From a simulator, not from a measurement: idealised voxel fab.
process module | voxel wiring stack
cross-section cut | 280 nm wide | cells 5 nm
A cross-section is a grid of square cells, given in bands from the top down. A band is one or more rows of cells.
Each band's line starts with the height of the band's top and of its bottom, in nm. Then come its materials from left to right, each with its width in nm. One material with "throughout" fills the band from edge to edge. "air" is empty space.
Height 0 is the level under which the wafer as received is all one material. The lowest band goes on downwards, as in "0 down".
A width such as "30 to 40" changes by the same amount from each row of cells to the next, from the band's top row to its bottom row.
"no change" after a step means that no cell of the cross-section changed.
closed voids: empty space of 8 cells or more with no open way to the top, each as width x height at its distance from the left edge, in nm
after a step's settings: what the simulator itself notes on the step
overlay nm, on a step with a mask: how far to the right of its planned place the mask lay; to the left if negative
plan
1 op RECEIVE | material Si
2 op CONFORMAL_DEP | material SiO2 | thk nm 10
3 op DIRECTIONAL_DEP | material TiN | thk nm 5
4 op DIRECTIONAL_DEP | material Ru | thk nm 20
5 op PATTERN | tone cover | mask id METAL_1 | material resist | width nm 20 | pitch nm 40 | thk nm 20 | overlay nm 0
6 op DIRECTIONAL_ETCH | etch materials Ru | depth nm 20
7 op DIRECTIONAL_ETCH | etch materials TiN | depth nm 5
8 op STRIP | etch materials resist
9 op FILL_DEP | material SiO2 | thk nm 10
10 op CMP | height nm 35
11 op CONFORMAL_DEP | material SiCN | thk nm 5
12 op DIRECTIONAL_DEP | material lowk | thk nm 10
13 op MASKED_ETCH | tone open | mask id PLUG_1 | width nm 15 | etch materials lowk | depth nm 10 | overlay nm -15
14 op MASKED_ETCH | tone open | mask id PLUG_1 | width nm 15 | etch materials SiCN | depth nm 5 | overlay nm 0
15 op CONFORMAL_DEP | material TiN | thk nm 5
16 op FILL_DEP | material Ru | thk nm 10
17 op CMP | height nm 50
18 op CONFORMAL_DEP | material SiCN | thk nm 5
19 op DIRECTIONAL_DEP | material SiO2 | thk nm 15
20 op MASKED_ETCH | tone open | mask id METAL_2 | width nm 20 | pitch nm 40 | etch materials SiO2 | depth nm 15 | overlay nm 0
21 op MASKED_ETCH | tone open | mask id METAL_2 | width nm 20 | pitch nm 40 | etch materials SiCN | depth nm 5 | overlay nm 0
22 op CONFORMAL_DEP | material TiN | thk nm 5
23 op FILL_DEP | material Ru | thk nm 10
24 op CMP | height nm 70
25 op EPI | material Ru | thk nm 5
26 op FILL_DEP | material SiCN | thk nm 5
varied across the wafers: overlay nm of step 13. The plan shows the first wafer's value. All wafers start alike
first wafer as received, after step 1
  0 down: Si throughout
  closed voids: none
each wafer at the end: cells of each material gained (+) or lost (-) since it was received, then its closed voids
overlay nm -15 | +57 Ru | +204 SiCN | +496 SiO2 | +33 TiN | +106 lowk | closed voids: none
overlay nm -10 | +57 Ru | +203 SiCN | +496 SiO2 | +34 TiN | +106 lowk | closed voids: none
overlay nm -5 | +57 Ru | +202 SiCN | +496 SiO2 | +35 TiN | +106 lowk | closed voids: none
overlay nm 0 | +58 Ru | +201 SiCN | +496 SiO2 | +35 TiN | +106 lowk | closed voids: none
overlay nm 5 | +57 Ru | +202 SiCN | +496 SiO2 | +35 TiN | +106 lowk | closed voids: none
overlay nm 10 | +57 Ru | +203 SiCN | +496 SiO2 | +34 TiN | +106 lowk | closed voids: none
overlay nm 15 | +57 Ru | +204 SiCN | +496 SiO2 | +33 TiN | +106 lowk | closed voids: none
